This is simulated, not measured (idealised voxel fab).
process module | voxel trench capacitor
Square cell edge 5 nm, section width 170 nm, ID cut.
This document writes a cross-section as a grid whose cells are square, and gives it as bands, listed from the top down; one or more rows of cells form a band.
What a band's entry tells you: where the top is and where the bottom is, as heights in nm, and after that what lies inside, material by material from left to right, each with its width in nm. Empty space is written as the word "blank", and a single material marked with the word "everywhere" occupies the band from edge to edge.
All heights in this document are referenced to 0, defined as the level beneath which the wafer, as received, consists entirely of one material. The lowest band is not bounded below; it extends indefinitely downward and is written in the form "0 and below".
The two numbers in a width such as "30->40" mark its ends across the band: the first belongs to the top row of cells, the second to the bottom row, and from each row to the next the width moves by the same amount.
"identical to before" (step): cross-section cells unchanged, all of them.
"Enclosed void catalog": sealed empty spaces, 8 cells or more, no open way to top, listed width x height at distance, with distance from the left edge and width, height and distance in nm.
It should be noted that, on the line of a given step, the content following the step's settings is a remark produced by the simulator itself with respect to that step.
The "overlay nm" setting may appear on a step's line; for a step that uses a mask, it gives how far to the right of its planned position the mask lay, and a negative value indicates the left.

# Steps planned for the process
step 1: op RECEIVE | material Si
step 2: op CONFORMAL_DEP | material SiN | thk nm 10
step 3: op DIRECTIONAL_DEP | material aC | thk nm 15
step 4: op PATTERN | tone open | mask id TRENCH | material resist | width nm 25 | pitch nm 45 | thk nm 35 | overlay nm 0
step 5: op DIRECTIONAL_ETCH | etch materials aC | depth nm 15
step 6: op STRIP | etch materials resist
step 7: op DIRECTIONAL_ETCH | etch materials SiN | depth nm 10
step 8: op DIRECTIONAL_ETCH | etch materials Si | depth nm 40
step 9: op STRIP | etch materials aC
step 10: op CONFORMAL_DEP | material Al2O3 | thk nm 5
step 11: op CONFORMAL_DEP | material TiN | thk nm 5
step 12: op FILL_DEP | material W | thk nm 5
step 13: op CMP | height nm 10

# First of two wafers: run as planned

# Cross-section of the incoming wafer, state after step 1
	0 and below  Si everywhere
	Enclosed void catalog: none

# Cross-section: wafer state after step 2
	10 down to 0  SiN everywhere
	Below 0 it's all the same as before, nothing changed down there.

# Cross-section: wafer state after step 3
	25 down to 10  aC everywhere
	Below 10 it's all the same as before, nothing changed down there.

# Cross-section: wafer state after step 4
	60 down to 25  resist 25 nm, blank 25 nm, resist 20 nm, blank 25 nm, resist 20 nm, blank 25 nm, resist 30 nm
	Below 25 it's all the same as before, nothing changed down there.

# Cross-section: wafer state after step 5
	45 down to 25  resist 25 nm, blank 25 nm, resist 20 nm, blank 25 nm, resist 20 nm, blank 25 nm, resist 30 nm
	25 down to 10  aC 25 nm, blank 25 nm, aC 20 nm, blank 25 nm, aC 20 nm, blank 25 nm, aC 30 nm
	Below 10 it's all the same as before, nothing changed down there.

# Cross-section: wafer state after step 6
	25 down to 10  aC 25 nm, blank 25 nm, aC 20 nm, blank 25 nm, aC 20 nm, blank 25 nm, aC 30 nm
	Below 10 it's all the same as before, nothing changed down there.

# Cross-section: wafer state after step 7
	25 down to 10  aC 25 nm, blank 25 nm, aC 20 nm, blank 25 nm, aC 20 nm, blank 25 nm, aC 30 nm
	10 down to 0  SiN 25 nm, blank 25 nm, SiN 20 nm, blank 25 nm, SiN 20 nm, blank 25 nm, SiN 30 nm
	Below 0 it's all the same as before, nothing changed down there.

# Cross-section: wafer state after step 8
	25 down to 10  aC 25 nm, blank 25 nm, aC 20 nm, blank 25 nm, aC 20 nm, blank 25 nm, aC 30 nm
	10 down to 0  SiN 25 nm, blank 25 nm, SiN 20 nm, blank 25 nm, SiN 20 nm, blank 25 nm, SiN 30 nm
	0 down to -40  Si 25 nm, blank 25 nm, Si 20 nm, blank 25 nm, Si 20 nm, blank 25 nm, Si 30 nm
	Below -40 it's all the same as before, nothing changed down there.

# Cross-section: wafer state after step 9
	10 down to 0  SiN 25 nm, blank 25 nm, SiN 20 nm, blank 25 nm, SiN 20 nm, blank 25 nm, SiN 30 nm
	Below 0 it's all the same as before, nothing changed down there.

# Cross-section: wafer state after step 10
	15 down to 10  Al2O3 30 nm, blank 15 nm, Al2O3 30 nm, blank 15 nm, Al2O3 30 nm, blank 15 nm, Al2O3 35 nm
	10 down to 0  SiN 25 nm, Al2O3 5 nm, blank 15 nm, Al2O3 5 nm, SiN 20 nm, Al2O3 5 nm, blank 15 nm, Al2O3 5 nm, SiN 20 nm, Al2O3 5 nm, blank 15 nm, Al2O3 5 nm, SiN 30 nm
	0 down to -35  Si 25 nm, Al2O3 5 nm, blank 15 nm, Al2O3 5 nm, Si 20 nm, Al2O3 5 nm, blank 15 nm, Al2O3 5 nm, Si 20 nm, Al2O3 5 nm, blank 15 nm, Al2O3 5 nm, Si 30 nm
	-35 down to -40  Si 25 nm, Al2O3 25 nm, Si 20 nm, Al2O3 25 nm, Si 20 nm, Al2O3 25 nm, Si 30 nm
	Below -40 it's all the same as before, nothing changed down there.

# Cross-section: wafer state after step 11
	20 down to 15  TiN 35 nm, blank 5 nm, TiN 40 nm, blank 5 nm, TiN 40 nm, blank 5 nm, TiN 40 nm
	15 down to 10  Al2O3 30 nm, TiN 5 nm, blank 5 nm, TiN 5 nm, Al2O3 30 nm, TiN 5 nm, blank 5 nm, TiN 5 nm, Al2O3 30 nm, TiN 5 nm, blank 5 nm, TiN 5 nm, Al2O3 35 nm
	10 down to 0  SiN 25 nm, Al2O3 5 nm, TiN 5 nm, blank 5 nm, TiN 5 nm, Al2O3 5 nm, SiN 20 nm, Al2O3 5 nm, TiN 5 nm, blank 5 nm, TiN 5 nm, Al2O3 5 nm, SiN 20 nm, Al2O3 5 nm, TiN 5 nm, blank 5 nm, TiN 5 nm, Al2O3 5 nm, SiN 30 nm
	0 down to -30  Si 25 nm, Al2O3 5 nm, TiN 5 nm, blank 5 nm, TiN 5 nm, Al2O3 5 nm, Si 20 nm, Al2O3 5 nm, TiN 5 nm, blank 5 nm, TiN 5 nm, Al2O3 5 nm, Si 20 nm, Al2O3 5 nm, TiN 5 nm, blank 5 nm, TiN 5 nm, Al2O3 5 nm, Si 30 nm
	-30 down to -35  Si 25 nm, Al2O3 5 nm, TiN 15 nm, Al2O3 5 nm, Si 20 nm, Al2O3 5 nm, TiN 15 nm, Al2O3 5 nm, Si 20 nm, Al2O3 5 nm, TiN 15 nm, Al2O3 5 nm, Si 30 nm
	Below -35 it's all the same as before, nothing changed down there.

# Cross-section: wafer state after step 12
	25 down to 20  W everywhere
	20 down to 15  TiN 35 nm, W 5 nm, TiN 40 nm, W 5 nm, TiN 40 nm, W 5 nm, TiN 40 nm
	15 down to 10  Al2O3 30 nm, TiN 5 nm, W 5 nm, TiN 5 nm, Al2O3 30 nm, TiN 5 nm, W 5 nm, TiN 5 nm, Al2O3 30 nm, TiN 5 nm, W 5 nm, TiN 5 nm, Al2O3 35 nm
	10 down to 0  SiN 25 nm, Al2O3 5 nm, TiN 5 nm, W 5 nm, TiN 5 nm, Al2O3 5 nm, SiN 20 nm, Al2O3 5 nm, TiN 5 nm, W 5 nm, TiN 5 nm, Al2O3 5 nm, SiN 20 nm, Al2O3 5 nm, TiN 5 nm, W 5 nm, TiN 5 nm, Al2O3 5 nm, SiN 30 nm
	0 down to -30  Si 25 nm, Al2O3 5 nm, TiN 5 nm, W 5 nm, TiN 5 nm, Al2O3 5 nm, Si 20 nm, Al2O3 5 nm, TiN 5 nm, W 5 nm, TiN 5 nm, Al2O3 5 nm, Si 20 nm, Al2O3 5 nm, TiN 5 nm, W 5 nm, TiN 5 nm, Al2O3 5 nm, Si 30 nm
	Below -30 it's all the same as before, nothing changed down there.

# Cross-section: wafer state after step 13
	10 down to 0  SiN 25 nm, Al2O3 5 nm, TiN 5 nm, W 5 nm, TiN 5 nm, Al2O3 5 nm, SiN 20 nm, Al2O3 5 nm, TiN 5 nm, W 5 nm, TiN 5 nm, Al2O3 5 nm, SiN 20 nm, Al2O3 5 nm, TiN 5 nm, W 5 nm, TiN 5 nm, Al2O3 5 nm, SiN 30 nm
	Below 0 it's all the same as before, nothing changed down there.

# Here the second wafer is described. Its start and its plan were those of the first wafer. Its run contained one mistake. Up to and including step 1, it did exactly what the first wafer did

# The second wafer in cross-section, at the planned close of step 2
	10 down to 0  TiN everywhere
	Below 0 it's all the same as before, nothing changed down there.

# The second wafer in cross-section, at the planned close of step 3
	25 down to 10  aC everywhere
	Below 10 it's all the same as before, nothing changed down there.

# The second wafer in cross-section, at the planned close of step 4
	60 down to 25  resist 25 nm, blank 25 nm, resist 20 nm, blank 25 nm, resist 20 nm, blank 25 nm, resist 30 nm
	Below 25 it's all the same as before, nothing changed down there.

# The second wafer in cross-section, at the planned close of step 5
	45 down to 25  resist 25 nm, blank 25 nm, resist 20 nm, blank 25 nm, resist 20 nm, blank 25 nm, resist 30 nm
	25 down to 10  aC 25 nm, blank 25 nm, aC 20 nm, blank 25 nm, aC 20 nm, blank 25 nm, aC 30 nm
	Below 10 it's all the same as before, nothing changed down there.

# The second wafer in cross-section, at the planned close of step 6
	25 down to 10  aC 25 nm, blank 25 nm, aC 20 nm, blank 25 nm, aC 20 nm, blank 25 nm, aC 30 nm
	Below 10 it's all the same as before, nothing changed down there.

The second wafer in cross-section, at the planned close of step 7: identical to before

The second wafer in cross-section, at the planned close of step 8: identical to before

# The second wafer in cross-section, at the planned close of step 9
	10 down to 0  TiN everywhere
	Below 0 it's all the same as before, nothing changed down there.

# The second wafer in cross-section, at the planned close of step 10
	15 down to 10  Al2O3 everywhere
	Below 10 it's all the same as before, nothing changed down there.

# The second wafer in cross-section, at the planned close of step 11
	20 down to 15  TiN everywhere
	Below 15 it's all the same as before, nothing changed down there.

# The second wafer in cross-section, at the planned close of step 12
	25 down to 20  W everywhere
	Below 20 it's all the same as before, nothing changed down there.

# The second wafer in cross-section, at the planned close of step 13
	10 down to 0  TiN everywhere
	Below 0 it's all the same as before, nothing changed down there.
What was the processing mistake? note that step 2 departed from the planned setting and was carried out as op CONFORMAL_DEP | material TiN | thk nm 10
Final difference in cells, second wafer against first, listed per material as more or fewer: Al2O3 -69, Si +120, SiN -38, TiN +11, W -24
